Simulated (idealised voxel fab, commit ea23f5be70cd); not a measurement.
Title: Process Module voxel transistor to metal
Xsec cut, 165 nm wide, square cell size 5 nm.
Notation: cross-section as square-cell grid; stated in bands, top first, going down; one or more cell rows per band.
Within each band entry, the heights of the top and of the bottom of the band appear first, in that order and in nm; the materials of the band then follow from left to right, each with its corresponding width in nm. The designation "all across" on a single material indicates that it fills the band from edge to edge; the designation "blank" indicates empty space.
Height 0 is the level under which the wafer as received is all one material. The lowest band goes on downwards, as in "0 -> down".
Per-row width for "30..40": begins at first number (top row of band), ends at second number (bottom row), increment between rows held constant.
It should be understood that the words "same as before", when stated for a given step, signify that the cross-section underwent no change in any of its cells during that step.
"Enclosed void inventory": empty spaces of 8 cells or more with no open way to the top, each given as width x height at distance, distance from the left edge, all in nm.
On each step's line, the part that comes after the settings is the simulator's own comment on the step.
overlay nm: where the mask lay relative to plan, measured to the right, on steps with a mask; negatives go left.
Read each pair as before and after one process step. The after cross-section shows only down to the lowest band that changed. The step between them and its settings are given below the pair. Pairs can come from different runs of this module on the same starting wafer. A pair continues from the pair above only where its "Pre-processing view" entry says so.
## Pre-processing view
> 90 -> 85  TiN (35)  blank (15)  TiN (65)  blank (15)  TiN (35)
> 85 -> 75  SiO2 (30)  TiN (5)  blank (15)  TiN (5)  SiO2 (55)  TiN (5)  blank (15)  TiN (5)  SiO2 (30)
> 75 -> 70  SiO2 (30)  TiN (10)  blank (5)  TiN (10)  SiO2 (55)  TiN (10)  blank (5)  TiN (10)  SiO2 (30)
> 70 -> 60  SiO2 (35)  TiN (5)  blank (5)  TiN (5)  SiO2 (65)  TiN (5)  blank (5)  TiN (5)  SiO2 (35)
> 60 -> 55  SiCN (35)  TiN (15)  SiCN (65)  TiN (15)  SiCN (35)
> 55 -> 35  lowk (30)  SiN (5)  Ru (15)  SiN (5)  lowk (55)  SiN (5)  Ru (15)  SiN (5)  lowk (30)
> 35 -> 30  SiN (35)  TiN (15)  SiN (65)  TiN (15)  SiN (35)
> 30 -> 15  SiO2 (35)  TiN (5)  Ru (5)  TiN (5)  SiO2 (65)  TiN (5)  Ru (5)  TiN (5)  SiO2 (35)
> 15 -> 10  SiO2 (35)  TiN (5)  Ru (5)  TiN (5)  SiN (10)  HfO2 (5)  TiN (5)  W (25)  TiN (5)  HfO2 (5)  SiN (10)  TiN (5)  Ru (5)  TiN (5)  SiO2 (35)
> 10 -> 5  SiO2 (35)  TiN (15)  SiN (10)  HfO2 (5)  TiN (5)  W (25)  TiN (5)  HfO2 (5)  SiN (10)  TiN (15)  SiO2 (35)
> 5 -> 0  SiO2 (30)  SiN (10)  TiN (10)  SiN (10)  HfO2 (5)  TiN (35)  HfO2 (5)  SiN (10)  TiN (10)  SiN (10)  SiO2 (30)
> 0 -> -5  SiO2 (40)  pSi (10)  SiO2 (10)  HfO2 (45)  SiO2 (10)  pSi (10)  SiO2 (40)
> -5 -> -10  SiO2 (35)  Si (5)  pSi (10)  Si (65)  pSi (10)  Si (5)  SiO2 (35)
> -10 -> -35  SiO2 (35)  Si (95)  SiO2 (35)
> -35 -> down  Si all across
> Enclosed void inventory: none
## Result of Step
> 100 -> 90  Cu all across
> 90 -> 85  TiN (35)  Cu (15)  TiN (65)  Cu (15)  TiN (35)
> 85 -> 75  SiO2 (30)  TiN (5)  Cu (15)  TiN (5)  SiO2 (55)  TiN (5)  Cu (15)  TiN (5)  SiO2 (30)
> 75 -> 70  SiO2 (30)  TiN (10)  Cu (5)  TiN (10)  SiO2 (55)  TiN (10)  Cu (5)  TiN (10)  SiO2 (30)
> 70 -> 60  SiO2 (35)  TiN (5)  Cu (5)  TiN (5)  SiO2 (65)  TiN (5)  Cu (5)  TiN (5)  SiO2 (35)
> Lower than 60, everything is as it was.
> Enclosed void inventory: none
The process step separating the two cross-sections depicted above is as follows: FILL_DEP with material Cu, thk nm 10
Pre-processing view: The pre-step condition corresponds to the post-step cross-section depicted in the pair directly above.
## Result of Step
> 85 -> 75  SiO2 (30)  TiN (5)  Cu (15)  TiN (5)  SiO2 (55)  TiN (5)  Cu (15)  TiN (5)  SiO2 (30)
> Lower than 75, everything is as it was.
> Enclosed void inventory: none
The process step separating the two cross-sections depicted above is as follows: CMP with height nm 85
Pre-processing view: The pre-step condition corresponds to the post-step cross-section depicted in the pair directly above.
## Result of Step
> 90 -> 85  SiN all across
> Lower than 85, everything is as it was.
> Enclosed void inventory: none
The process step separating the two cross-sections depicted above is as follows: CONFORMAL_DEP with material SiN, thk nm 5
## Pre-processing view
> 55 -> 35  Ru all across
> 35 -> 30  TiN all across
> 30 -> 15  SiO2 (35)  TiN (5)  Ru (5)  TiN (5)  SiO2 (65)  TiN (5)  Ru (5)  TiN (5)  SiO2 (35)
> 15 -> 10  SiO2 (35)  TiN (5)  Ru (5)  TiN (5)  SiN (10)  HfO2 (5)  TiN (5)  W (25)  TiN (5)  HfO2 (5)  SiN (10)  TiN (5)  Ru (5)  TiN (5)  SiO2 (35)
> 10 -> 5  SiO2 (35)  TiN (15)  SiN (10)  HfO2 (5)  TiN (5)  W (25)  TiN (5)  HfO2 (5)  SiN (10)  TiN (15)  SiO2 (35)
> 5 -> 0  SiO2 (30)  SiN (10)  TiN (10)  SiN (10)  HfO2 (5)  TiN (35)  HfO2 (5)  SiN (10)  TiN (10)  SiN (10)  SiO2 (30)
> 0 -> -5  SiO2 (40)  pSi (10)  SiO2 (10)  HfO2 (45)  SiO2 (10)  pSi (10)  SiO2 (40)
> -5 -> -10  SiO2 (35)  Si (5)  pSi (10)  Si (65)  pSi (10)  Si (5)  SiO2 (35)
> -10 -> -35  SiO2 (35)  Si (95)  SiO2 (35)
> -35 -> down  Si all across
> Enclosed void inventory: none
## Result of Step
> 55 -> 35  blank (30)  Ru (15)  blank (65)  Ru (15)  blank (40)
> Lower than 35, everything is as it was.
> Enclosed void inventory: none
The process step separating the two cross-sections depicted above is as follows: MASKED_ETCH with tone cover, mask id METAL_1, width nm 15, pitch nm 80, etch materials Ru, depth nm 20, overlay nm -5
Pre-processing view: The pre-step condition corresponds to the post-step cross-section depicted in the pair directly above.
## Result of Step
> 55 -> 35  blank (30)  Ru (15)  blank (65)  Ru (15)  blank (40)
> 35 -> 30  blank (30)  TiN (20)  blank (60)  TiN (20)  blank (35)
> Lower than 30, everything is as it was.
> Enclosed void inventory: none
The process step separating the two cross-sections depicted above is as follows: MASKED_ETCH with tone cover, mask id METAL_1, width nm 15, pitch nm 80, etch materials TiN, depth nm 5, overlay nm 0
Pre-processing view: The pre-step condition corresponds to the post-step cross-section depicted in the pair directly above.
## Result of Step
> 60 -> 55  blank (25)  SiN (25)  blank (55)  SiN (25)  blank (35)
> 55 -> 40  blank (25)  SiN (5)  Ru (15)  SiN (5)  blank (55)  SiN (5)  Ru (15)  SiN (5)  blank (35)
> 40 -> 35  blank (25)  SiN (5)  Ru (15)  SiN (10)  blank (50)  SiN (5)  Ru (15)  SiN (10)  blank (30)
> 35 -> 30  SiN (30)  TiN (20)  SiN (60)  TiN (20)  SiN (35)
> Lower than 30, everything is as it was.
> Enclosed void inventory: none
The process step separating the two cross-sections depicted above is as follows: CONFORMAL_DEP with material SiN, thk nm 5
Pre-processing view: The pre-step condition corresponds to the post-step cross-section depicted in the pair directly above.
## Result of Step
> 70 -> 60  lowk all across
> 60 -> 55  lowk (25)  SiN (25)  lowk (55)  SiN (25)  lowk (35)
> 55 -> 40  lowk (25)  SiN (5)  Ru (15)  SiN (5)  lowk (55)  SiN (5)  Ru (15)  SiN (5)  lowk (35)
> 40 -> 35  lowk (25)  SiN (5)  Ru (15)  SiN (10)  lowk (50)  SiN (5)  Ru (15)  SiN (10)  lowk (30)
> Lower than 35, everything is as it was.
> Enclosed void inventory: none
The process step separating the two cross-sections depicted above is as follows: FILL_DEP with material lowk, thk nm 10
Pre-processing view: The pre-step condition corresponds to the post-step cross-section depicted in the pair directly above.
## Result of Step
> 55 -> 40  lowk (25)  SiN (5)  Ru (15)  SiN (5)  lowk (55)  SiN (5)  Ru (15)  SiN (5)  lowk (35)
> Lower than 40, everything is as it was.
> Enclosed void inventory: none
The process step separating the two cross-sections depicted above is as follows: CMP with height nm 55
Pre-processing view: The pre-step condition corresponds to the post-step cross-section depicted in the pair directly above.
## Result of Step
> 60 -> 55  SiCN all across
> Lower than 55, everything is as it was.
> Enclosed void inventory: none
The process step separating the two cross-sections depicted above is as follows: CONFORMAL_DEP with material SiCN, thk nm 5
Pre-processing view: The pre-step condition corresponds to the post-step cross-section depicted in the pair directly above.
## Result of Step
> 85 -> 60  SiO2 all across
> Lower than 60, everything is as it was.
> Enclosed void inventory: none
The process step separating the two cross-sections depicted above is as follows: DIRECTIONAL_DEP with material SiO2, thk nm 25
Pre-processing view: The pre-step condition corresponds to the post-step cross-section depicted in the pair directly above.
## Result of Step
> 95 -> 85  aC all across
> Lower than 85, everything is as it was.
> Enclosed void inventory: none
The process step separating the two cross-sections depicted above is as follows: DIRECTIONAL_DEP with material aC, thk nm 10
Pre-processing view: The pre-step condition corresponds to the post-step cross-section depicted in the pair directly above.
## Result of Step
> 120 -> 95  resist (35)  blank (15)  resist (65)  blank (15)  resist (35)
> Lower than 95, everything is as it was.
> Enclosed void inventory: none
The process step separating the two cross-sections depicted above is as follows: PATTERN with tone open, mask id METAL_2, material resist, width nm 15, pitch nm 80, thk nm 25, overlay nm 0
Pre-processing view: The pre-step condition corresponds to the post-step cross-section depicted in the pair directly above.
## Result of Step
> 110 -> 95  resist (35)  blank (15)  resist (65)  blank (15)  resist (35)
> 95 -> 85  aC (35)  blank (15)  aC (65)  blank (15)  aC (35)
> Lower than 85, everything is as it was.
> Enclosed void inventory: none
The process step separating the two cross-sections depicted above is as follows: DIRECTIONAL_ETCH with etch materials aC, depth nm 10
Pre-processing view: The pre-step condition corresponds to the post-step cross-section depicted in the pair directly above.
## Result of Step
> 95 -> 85  aC (35)  blank (15)  aC (65)  blank (15)  aC (35)
> Lower than 85, everything is as it was.
> Enclosed void inventory: none
The process step separating the two cross-sections depicted above is as follows: STRIP with etch materials resist
Pre-processing view: The pre-step condition corresponds to the post-step cross-section depicted in the pair directly above.
## Result of Step
> 95 -> 85  aC (35)  blank (15)  aC (65)  blank (15)  aC (35)
> 85 -> 70  SiO2 (35)  blank (15)  SiO2 (65)  blank (15)  SiO2 (35)
> Lower than 70, everything is as it was.
> Enclosed void inventory: none
The process step separating the two cross-sections depicted above is as follows: DIRECTIONAL_ETCH with etch materials SiO2, depth nm 15
Pre-processing view: The pre-step condition corresponds to the post-step cross-section depicted in the pair directly above.
## Result of Step
> 85 -> 70  SiO2 (35)  blank (15)  SiO2 (65)  blank (15)  SiO2 (35)
> Lower than 70, everything is as it was.
> Enclosed void inventory: none
The process step separating the two cross-sections depicted above is as follows: STRIP with etch materials aC
Pre-processing view: The pre-step condition corresponds to the post-step cross-section depicted in the pair directly above.
## Result of Step
> 85 -> 60  SiO2 (35)  blank (15)  SiO2 (65)  blank (15)  SiO2 (35)
> Lower than 60, everything is as it was.
> Enclosed void inventory: none
The process step separating the two cross-sections depicted above is as follows: MASKED_ETCH with tone open, mask id METAL_2_HOLES, width nm 15, pitch nm 80, etch materials SiO2, depth nm 10, overlay nm 0
Pre-processing view: The pre-step condition corresponds to the post-step cross-section depicted in the pair directly above.
## Result of Step
> 85 -> 60  SiO2 (35)  blank (15)  SiO2 (65)  blank (15)  SiO2 (35)
> 60 -> 55  SiCN (35)  blank (15)  SiCN (65)  blank (15)  SiCN (35)
> Lower than 55, everything is as it was.
> Enclosed void inventory: none
The process step separating the two cross-sections depicted above is as follows: MASKED_ETCH with tone open, mask id METAL_2_HOLES, width nm 15, pitch nm 80, etch materials SiCN, depth nm 5, overlay nm 0
Pre-processing view: The pre-step condition corresponds to the post-step cross-section depicted in the pair directly above.
## Result of Step
> 90 -> 85  TiN (40)  blank (5)  TiN (75)  blank (5)  TiN (40)
> 85 -> 60  SiO2 (35)  TiN (5)  blank (5)  TiN (5)  SiO2 (65)  TiN (5)  blank (5)  TiN (5)  SiO2 (35)
> 60 -> 55  SiCN (35)  TiN (15)  SiCN (65)  TiN (15)  SiCN (35)
> Lower than 55, everything is as it was.
> Enclosed void inventory: none
The process step separating the two cross-sections depicted above is as follows: CONFORMAL_DEP with material TiN, thk nm 5
Pre-processing view: The pre-step condition corresponds to the post-step cross-section depicted in the pair directly above.
## Result of Step
> 100 -> 90  Cu all across
> 90 -> 85  TiN (40)  Cu (5)  TiN (75)  Cu (5)  TiN (40)
> 85 -> 60  SiO2 (35)  TiN (5)  Cu (5)  TiN (5)  SiO2 (65)  TiN (5)  Cu (5)  TiN (5)  SiO2 (35)
> Lower than 60, everything is as it was.
> Enclosed void inventory: none
The process step separating the two cross-sections depicted above is as follows: FILL_DEP with material Cu, thk nm 10
Pre-processing view: The pre-step condition corresponds to the post-step cross-section depicted in the pair directly above.
## Result of Step
> 85 -> 60  SiO2 (35)  TiN (5)  Cu (5)  TiN (5)  SiO2 (65)  TiN (5)  Cu (5)  TiN (5)  SiO2 (35)
> Lower than 60, everything is as it was.
> Enclosed void inventory: none
The process step separating the two cross-sections depicted above is as follows: CMP with height nm 85
Pre-processing view: The pre-step condition corresponds to the post-step cross-section depicted in the pair directly above.
## Result of Step
> 90 -> 85  SiN all across
> Lower than 85, everything is as it was.
> Enclosed void inventory: none
The process step separating the two cross-sections depicted above is as follows: CONFORMAL_DEP with material SiN, thk nm 5
## Pre-processing view
> 20 -> 15  blank (50)  SiN (10)  blank (45)  SiN (10)  blank (50)
> 15 -> 5  SiO2 (50)  SiN (10)  blank (45)  SiN (10)  SiO2 (50)
> 5 -> 0  SiO2 (30)  SiN (10)  SiO2 (10)  SiN (10)  blank (45)  SiN (10)  SiO2 (10)  SiN (10)  SiO2 (30)
> 0 -> -5  SiO2 (40)  pSi (10)  SiO2 (10)  blank (45)  SiO2 (10)  pSi (10)  SiO2 (40)
> -5 -> -10  SiO2 (35)  Si (5)  pSi (10)  Si (65)  pSi (10)  Si (5)  SiO2 (35)
> -10 -> -35  SiO2 (35)  Si (95)  SiO2 (35)
> -35 -> down  Si all across
> Enclosed void inventory: none
## Result of Step
> 25 -> 20  blank (45)  TiN (20)  blank (35)  TiN (20)  blank (45)
> 20 -> 15  TiN (50)  SiN (10)  TiN (5)  blank (35)  TiN (5)  SiN (10)  TiN (50)
> 15 -> 5  SiO2 (50)  SiN (10)  TiN (5)  blank (35)  TiN (5)  SiN (10)  SiO2 (50)
> 5 -> 0  SiO2 (30)  SiN (10)  SiO2 (10)  SiN (10)  TiN (5)  blank (35)  TiN (5)  SiN (10)  SiO2 (10)  SiN (10)  SiO2 (30)
> 0 -> -5  SiO2 (40)  pSi (10)  SiO2 (10)  TiN (45)  SiO2 (10)  pSi (10)  SiO2 (40)
> Lower than -5, everything is as it was.
> Enclosed void inventory: none
The process step separating the two cross-sections depicted above is as follows: CONFORMAL_DEP with material TiN, thk nm 5
Pre-processing view: The pre-step condition corresponds to the post-step cross-section depicted in the pair directly above.
## Result of Step
> 30 -> 25  blank (40)  TiN (30)  blank (25)  TiN (30)  blank (40)
> 25 -> 20  TiN (70)  blank (25)  TiN (70)
> 20 -> 15  TiN (50)  SiN (10)  TiN (10)  blank (25)  TiN (10)  SiN (10)  TiN (50)
> 15 -> 5  SiO2 (50)  SiN (10)  TiN (10)  blank (25)  TiN (10)  SiN (10)  SiO2 (50)
> 5 -> 0  SiO2 (30)  SiN (10)  SiO2 (10)  SiN (10)  TiN (45)  SiN (10)  SiO2 (10)  SiN (10)  SiO2 (30)
> Lower than 0, everything is as it was.
> Enclosed void inventory: none
The process step separating the two cross-sections depicted above is as follows: CONFORMAL_DEP with material TiN, thk nm 5
Pre-processing view: The pre-step condition corresponds to the post-step cross-section depicted in the pair directly above.
## Result of Step
> 40 -> 30  W all across
> 30 -> 25  W (40)  TiN (30)  W (25)  TiN (30)  W (40)
> 25 -> 20  TiN (70)  W (25)  TiN (70)
> 20 -> 15  TiN (50)  SiN (10)  TiN (10)  W (25)  TiN (10)  SiN (10)  TiN (50)
> 15 -> 5  SiO2 (50)  SiN (10)  TiN (10)  W (25)  TiN (10)  SiN (10)  SiO2 (50)
> Lower than 5, everything is as it was.
> Enclosed void inventory: none
The process step separating the two cross-sections depicted above is as follows: FILL_DEP with material W, thk nm 10
Pre-processing view: The pre-step condition corresponds to the post-step cross-section depicted in the pair directly above.
## Result of Step
> 15 -> 5  SiO2 (50)  SiN (10)  TiN (10)  W (25)  TiN (10)  SiN (10)  SiO2 (50)
> Lower than 5, everything is as it was.
> Enclosed void inventory: none
The process step separating the two cross-sections depicted above is as follows: CMP with height nm 15
Pre-processing view: The pre-step condition corresponds to the post-step cross-section depicted in the pair directly above.
## Result of Step
> 30 -> 15  SiO2 all across
> Lower than 15, everything is as it was.
> Enclosed void inventory: none
The process step separating the two cross-sections depicted above is as follows: DIRECTIONAL_DEP with material SiO2, thk nm 15
Pre-processing view: The pre-step condition corresponds to the post-step cross-section depicted in the pair directly above.
## Result of Step
> 40 -> 30  aC all across
> Lower than 30, everything is as it was.
> Enclosed void inventory: none
The process step separating the two cross-sections depicted above is as follows: DIRECTIONAL_DEP with material aC, thk nm 10
Pre-processing view: The pre-step condition corresponds to the post-step cross-section depicted in the pair directly above.
## Result of Step
> 70 -> 40  resist (35)  blank (15)  resist (65)  blank (15)  resist (35)
> Lower than 40, everything is as it was.
> Enclosed void inventory: none
The process step separating the two cross-sections depicted above is as follows: PATTERN with tone open, mask id CONTACT, material resist, width nm 15, pitch nm 80, thk nm 30, overlay nm 0
Pre-processing view: The pre-step condition corresponds to the post-step cross-section depicted in the pair directly above.
## Result of Step
> 60 -> 40  resist (35)  blank (15)  resist (65)  blank (15)  resist (35)
> 40 -> 30  aC (35)  blank (15)  aC (65)  blank (15)  aC (35)
> Lower than 30, everything is as it was.
> Enclosed void inventory: none
The process step separating the two cross-sections depicted above is as follows: DIRECTIONAL_ETCH with etch materials aC, depth nm 10
Pre-processing view: The pre-step condition corresponds to the post-step cross-section depicted in the pair directly above.
## Result of Step
> 40 -> 30  aC (35)  blank (15)  aC (65)  blank (15)  aC (35)
> Lower than 30, everything is as it was.
> Enclosed void inventory: none
The process step separating the two cross-sections depicted above is as follows: STRIP with etch materials resist
Pre-processing view: The pre-step condition corresponds to the post-step cross-section depicted in the pair directly above.
## Result of Step
> 40 -> 30  aC (35)  blank (15)  aC (65)  blank (15)  aC (35)
> 30 -> 15  SiO2 (35)  blank (15)  SiO2 (65)  blank (15)  SiO2 (35)
> 15 -> 5  SiO2 (35)  blank (15)  SiN (10)  TiN (10)  W (25)  TiN (10)  SiN (10)  blank (15)  SiO2 (35)
> 5 -> 0  SiO2 (30)  SiN (10)  blank (10)  SiN (10)  TiN (45)  SiN (10)  blank (10)  SiN (10)  SiO2 (30)
> Lower than 0, everything is as it was.
> Enclosed void inventory: none
The process step separating the two cross-sections depicted above is as follows: DIRECTIONAL_ETCH with etch materials SiO2, depth nm 30
Pre-processing view: The pre-step condition corresponds to the post-step cross-section depicted in the pair directly above.
## Result of Step
> 30 -> 15  SiO2 (35)  blank (15)  SiO2 (65)  blank (15)  SiO2 (35)
> Lower than 15, everything is as it was.
> Enclosed void inventory: none
The process step separating the two cross-sections depicted above is as follows: STRIP with etch materials aC
Pre-processing view: The pre-step condition corresponds to the post-step cross-section depicted in the pair directly above.
## Result of Step
> 35 -> 30  TiN (40)  blank (5)  TiN (75)  blank (5)  TiN (40)
> 30 -> 15  SiO2 (35)  TiN (5)  blank (5)  TiN (5)  SiO2 (65)  TiN (5)  blank (5)  TiN (5)  SiO2 (35)
> 15 -> 10  SiO2 (35)  TiN (5)  blank (5)  TiN (5)  SiN (10)  TiN (10)  W (25)  TiN (10)  SiN (10)  TiN (5)  blank (5)  TiN (5)  SiO2 (35)
> 10 -> 5  SiO2 (35)  TiN (15)  SiN (10)  TiN (10)  W (25)  TiN (10)  SiN (10)  TiN (15)  SiO2 (35)
> 5 -> 0  SiO2 (30)  SiN (10)  TiN (10)  SiN (10)  TiN (45)  SiN (10)  TiN (10)  SiN (10)  SiO2 (30)
> Lower than 0, everything is as it was.
> Enclosed void inventory: none
The process step separating the two cross-sections depicted above is as follows: CONFORMAL_DEP with material TiN, thk nm 5
Pre-processing view: The pre-step condition corresponds to the post-step cross-section depicted in the pair directly above.
## Result of Step
> 40 -> 35  Ru all across
> 35 -> 30  TiN (40)  Ru (5)  TiN (75)  Ru (5)  TiN (40)
> 30 -> 15  SiO2 (35)  TiN (5)  Ru (5)  TiN (5)  SiO2 (65)  TiN (5)  Ru (5)  TiN (5)  SiO2 (35)
> 15 -> 10  SiO2 (35)  TiN (5)  Ru (5)  TiN (5)  SiN (10)  TiN (10)  W (25)  TiN (10)  SiN (10)  TiN (5)  Ru (5)  TiN (5)  SiO2 (35)
> Lower than 10, everything is as it was.
> Enclosed void inventory: none
The process step separating the two cross-sections depicted above is as follows: FILL_DEP with material Ru, thk nm 5
Pre-processing view: The pre-step condition corresponds to the post-step cross-section depicted in the pair directly above.
## Result of Step
> 30 -> 15  SiO2 (35)  TiN (5)  Ru (5)  TiN (5)  SiO2 (65)  TiN (5)  Ru (5)  TiN (5)  SiO2 (35)
> Lower than 15, everything is as it was.
> Enclosed void inventory: none
The process step separating the two cross-sections depicted above is as follows: CMP with height nm 30
Pre-processing view: The pre-step condition corresponds to the post-step cross-section depicted in the pair directly above.
## Result of Step
> 35 -> 30  TiN all across
> Lower than 30, everything is as it was.
> Enclosed void inventory: none
The process step separating the two cross-sections depicted above is as follows: DIRECTIONAL_DEP with material TiN, thk nm 5
Pre-processing view: The pre-step condition corresponds to the post-step cross-section depicted in the pair directly above.
## Result of Step
> 55 -> 35  Ru all across
> Lower than 35, everything is as it was.
> Enclosed void inventory: none
The process step separating the two cross-sections depicted above is as follows: DIRECTIONAL_DEP with material Ru, thk nm 20
Pre-processing view: The pre-step condition corresponds to the post-step cross-section depicted in the pair directly above.
## Result of Step
> 55 -> 35  blank (35)  Ru (15)  blank (65)  Ru (15)  blank (35)
> Lower than 35, everything is as it was.
> Enclosed void inventory: none
The process step separating the two cross-sections depicted above is as follows: MASKED_ETCH with tone cover, mask id METAL_1, width nm 15, pitch nm 80, etch materials Ru, depth nm 20, overlay nm 0
Pre-processing view: The pre-step condition corresponds to the post-step cross-section depicted in the pair directly above.
## Result of Step
> 55 -> 35  blank (35)  Ru (15)  blank (65)  Ru (15)  blank (35)
> 35 -> 30  blank (35)  TiN (15)  blank (65)  TiN (15)  blank (35)
> Lower than 30, everything is as it was.
> Enclosed void inventory: none
The process step separating the two cross-sections depicted above is as follows: MASKED_ETCH with tone cover, mask id METAL_1, width nm 15, pitch nm 80, etch materials TiN, depth nm 5, overlay nm 0
Pre-processing view: The pre-step condition corresponds to the post-step cross-section depicted in the pair directly above.
## Result of Step
> 60 -> 55  blank (30)  SiN (25)  blank (55)  SiN (25)  blank (30)
> 55 -> 35  blank (30)  SiN (5)  Ru (15)  SiN (5)  blank (55)  SiN (5)  Ru (15)  SiN (5)  blank (30)
> 35 -> 30  SiN (35)  TiN (15)  SiN (65)  TiN (15)  SiN (35)
> Lower than 30, everything is as it was.
> Enclosed void inventory: none
The process step separating the two cross-sections depicted above is as follows: CONFORMAL_DEP with material SiN, thk nm 5
Pre-processing view: The pre-step condition corresponds to the post-step cross-section depicted in the pair directly above.
## Result of Step
> 70 -> 60  lowk all across
> 60 -> 55  lowk (30)  SiN (25)  lowk (55)  SiN (25)  lowk (30)
> 55 -> 35  lowk (30)  SiN (5)  Ru (15)  SiN (5)  lowk (55)  SiN (5)  Ru (15)  SiN (5)  lowk (30)
> Lower than 35, everything is as it was.
> Enclosed void inventory: none
The process step separating the two cross-sections depicted above is as follows: FILL_DEP with material lowk, thk nm 10
Pre-processing view: The pre-step condition corresponds to the post-step cross-section depicted in the pair directly above.
## Result of Step
> 55 -> 35  lowk (30)  SiN (5)  Ru (15)  SiN (5)  lowk (55)  SiN (5)  Ru (15)  SiN (5)  lowk (30)
> Lower than 35, everything is as it was.
> Enclosed void inventory: none
The process step separating the two cross-sections depicted above is as follows: CMP with height nm 55
Pre-processing view: The pre-step condition corresponds to the post-step cross-section depicted in the pair directly above.
## Result of Step
> 60 -> 55  SiCN all across
> Lower than 55, everything is as it was.
> Enclosed void inventory: none
The process step separating the two cross-sections depicted above is as follows: CONFORMAL_DEP with material SiCN, thk nm 5
Pre-processing view: The pre-step condition corresponds to the post-step cross-section depicted in the pair directly above.
## Result of Step
> 85 -> 60  SiO2 all across
> Lower than 60, everything is as it was.
> Enclosed void inventory: none
The process step separating the two cross-sections depicted above is as follows: DIRECTIONAL_DEP with material SiO2, thk nm 25
Pre-processing view: The pre-step condition corresponds to the post-step cross-section depicted in the pair directly above.
## Result of Step
> 95 -> 85  aC all across
> Lower than 85, everything is as it was.
> Enclosed void inventory: none
The process step separating the two cross-sections depicted above is as follows: DIRECTIONAL_DEP with material aC, thk nm 10
Pre-processing view: The pre-step condition corresponds to the post-step cross-section depicted in the pair directly above.
## Result of Step
> 120 -> 95  resist (35)  blank (15)  resist (65)  blank (15)  resist (35)
> Lower than 95, everything is as it was.
> Enclosed void inventory: none
The process step separating the two cross-sections depicted above is as follows: PATTERN with tone open, mask id METAL_2, material resist, width nm 15, pitch nm 80, thk nm 25, overlay nm 0
Pre-processing view: The pre-step condition corresponds to the post-step cross-section depicted in the pair directly above.
## Result of Step
> 110 -> 95  resist (35)  blank (15)  resist (65)  blank (15)  resist (35)
> 95 -> 85  aC (35)  blank (15)  aC (65)  blank (15)  aC (35)
> Lower than 85, everything is as it was.
> Enclosed void inventory: none
The process step separating the two cross-sections depicted above is as follows: DIRECTIONAL_ETCH with etch materials aC, depth nm 10
Pre-processing view: The pre-step condition corresponds to the post-step cross-section depicted in the pair directly above.
## Result of Step
> 95 -> 85  aC (35)  blank (15)  aC (65)  blank (15)  aC (35)
> Lower than 85, everything is as it was.
> Enclosed void inventory: none
The process step separating the two cross-sections depicted above is as follows: STRIP with etch materials resist
Pre-processing view: The pre-step condition corresponds to the post-step cross-section depicted in the pair directly above.
## Result of Step
> 95 -> 85  aC (35)  blank (15)  aC (65)  blank (15)  aC (35)
> 85 -> 70  SiO2 (35)  blank (15)  SiO2 (65)  blank (15)  SiO2 (35)
> Lower than 70, everything is as it was.
> Enclosed void inventory: none
The process step separating the two cross-sections depicted above is as follows: DIRECTIONAL_ETCH with etch materials SiO2, depth nm 15
Pre-processing view: The pre-step condition corresponds to the post-step cross-section depicted in the pair directly above.
## Result of Step
> 85 -> 70  SiO2 (35)  blank (15)  SiO2 (65)  blank (15)  SiO2 (35)
> Lower than 70, everything is as it was.
> Enclosed void inventory: none
The process step separating the two cross-sections depicted above is as follows: STRIP with etch materials aC
Pre-processing view: The pre-step condition corresponds to the post-step cross-section depicted in the pair directly above.
## Result of Step
> 85 -> 60  SiO2 (35)  blank (15)  SiO2 (65)  blank (15)  SiO2 (35)
> Lower than 60, everything is as it was.
> Enclosed void inventory: none
The process step separating the two cross-sections depicted above is as follows: MASKED_ETCH with tone open, mask id METAL_2_HOLES, width nm 15, pitch nm 80, etch materials SiO2, depth nm 10, overlay nm 0
Pre-processing view: The pre-step condition corresponds to the post-step cross-section depicted in the pair directly above.
## Result of Step
> 85 -> 60  SiO2 (35)  blank (15)  SiO2 (65)  blank (15)  SiO2 (35)
> 60 -> 55  SiCN (35)  blank (15)  SiCN (65)  blank (15)  SiCN (35)
> Lower than 55, everything is as it was.
> Enclosed void inventory: none
The process step separating the two cross-sections depicted above is as follows: MASKED_ETCH with tone open, mask id METAL_2_HOLES, width nm 15, pitch nm 80, etch materials SiCN, depth nm 5, overlay nm 0
Pre-processing view: The pre-step condition corresponds to the post-step cross-section depicted in the pair directly above.
## Result of Step
> 90 -> 85  TiN (40)  blank (5)  TiN (75)  blank (5)  TiN (40)
> 85 -> 60  SiO2 (35)  TiN (5)  blank (5)  TiN (5)  SiO2 (65)  TiN (5)  blank (5)  TiN (5)  SiO2 (35)
> 60 -> 55  SiCN (35)  TiN (15)  SiCN (65)  TiN (15)  SiCN (35)
> Lower than 55, everything is as it was.
> Enclosed void inventory: none
The process step separating the two cross-sections depicted above is as follows: CONFORMAL_DEP with material TiN, thk nm 5
Pre-processing view: The pre-step condition corresponds to the post-step cross-section depicted in the pair directly above.
## Result of Step
> 100 -> 90  Cu all across
> 90 -> 85  TiN (40)  Cu (5)  TiN (75)  Cu (5)  TiN (40)
> 85 -> 60  SiO2 (35)  TiN (5)  Cu (5)  TiN (5)  SiO2 (65)  TiN (5)  Cu (5)  TiN (5)  SiO2 (35)
> Lower than 60, everything is as it was.
> Enclosed void inventory: none
The process step separating the two cross-sections depicted above is as follows: FILL_DEP with material Cu, thk nm 10
Pre-processing view: The pre-step condition corresponds to the post-step cross-section depicted in the pair directly above.
## Result of Step
> 85 -> 60  SiO2 (35)  TiN (5)  Cu (5)  TiN (5)  SiO2 (65)  TiN (5)  Cu (5)  TiN (5)  SiO2 (35)
> Lower than 60, everything is as it was.
> Enclosed void inventory: none
The process step separating the two cross-sections depicted above is as follows: CMP with height nm 85
Pre-processing view: The pre-step condition corresponds to the post-step cross-section depicted in the pair directly above.
## Result of Step
> 90 -> 85  SiN all across
> Lower than 85, everything is as it was.
> Enclosed void inventory: none
The process step separating the two cross-sections depicted above is as follows: CONFORMAL_DEP with material SiN, thk nm 5
